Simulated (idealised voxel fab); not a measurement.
process module | voxel tone inversion
cross-section cut | 225 nm wide | cells 5 nm
A cross-section is a grid of square cells, given in bands from the top down. A band is one or more rows of cells.
Each band's line starts with the height of the band's top and of its bottom, in nm. Then come its materials from left to right, each with its width in nm. One material with "throughout" fills the band from edge to edge. "air" is empty space.
Height 0 is the level under which the wafer as received is all one material. The lowest band goes on downwards, as in "0 down".
A width such as "30 to 40" changes by the same amount from each row of cells to the next, from the band's top row to its bottom row.
"no change" after a step means that no cell of the cross-section changed.
closed voids: empty space of 8 cells or more with no open way to the top, each as width x height at its distance from the left edge, in nm
after a step's settings: what the simulator itself notes on the step
overlay nm, on a step with a mask: how far to the right of its planned place the mask lay; to the left if negative
plan
1 op RECEIVE | material Si
2 op CONFORMAL_DEP | material SiN | thk nm 5
3 op DIRECTIONAL_DEP | material polySi | thk nm 20
4 op PATTERN | tone cover | mask id POSTS | material resist | width nm 25 | pitch nm 40 | thk nm 30 | overlay nm 0
5 op DIRECTIONAL_ETCH | etch materials polySi | depth nm 20
6 op STRIP | etch materials resist
7 op FILL_DEP | material lowk | thk nm 10
8 op CMP | height nm 25
9 op STRIP | etch materials polySi
as received, after step 1
  0 down: Si throughout
  closed voids: none
first wafer at the end, as planned
  25 to 5: lowk 40 | air 25 | lowk 15 | air 25 | lowk 15 | air 25 | lowk 15 | air 25 | lowk 40
  5 to 0: SiN throughout
  0 down: Si throughout
  closed voids: none
second wafer at the end: like start, like plan, one mistake
  25 to 5: lowk 40 | air 25 | lowk 15 | air 25 | lowk 15 | air 25 | lowk 15 | air 25 | lowk 40
  5 to 0: lowk throughout
  0 down: Si throughout
  closed voids: none
what went wrong: step 2 ran as: op CONFORMAL_DEP | material lowk | thk nm 5
at the end the second wafer has, in cells: 45 fewer of SiN | 45 more of lowk
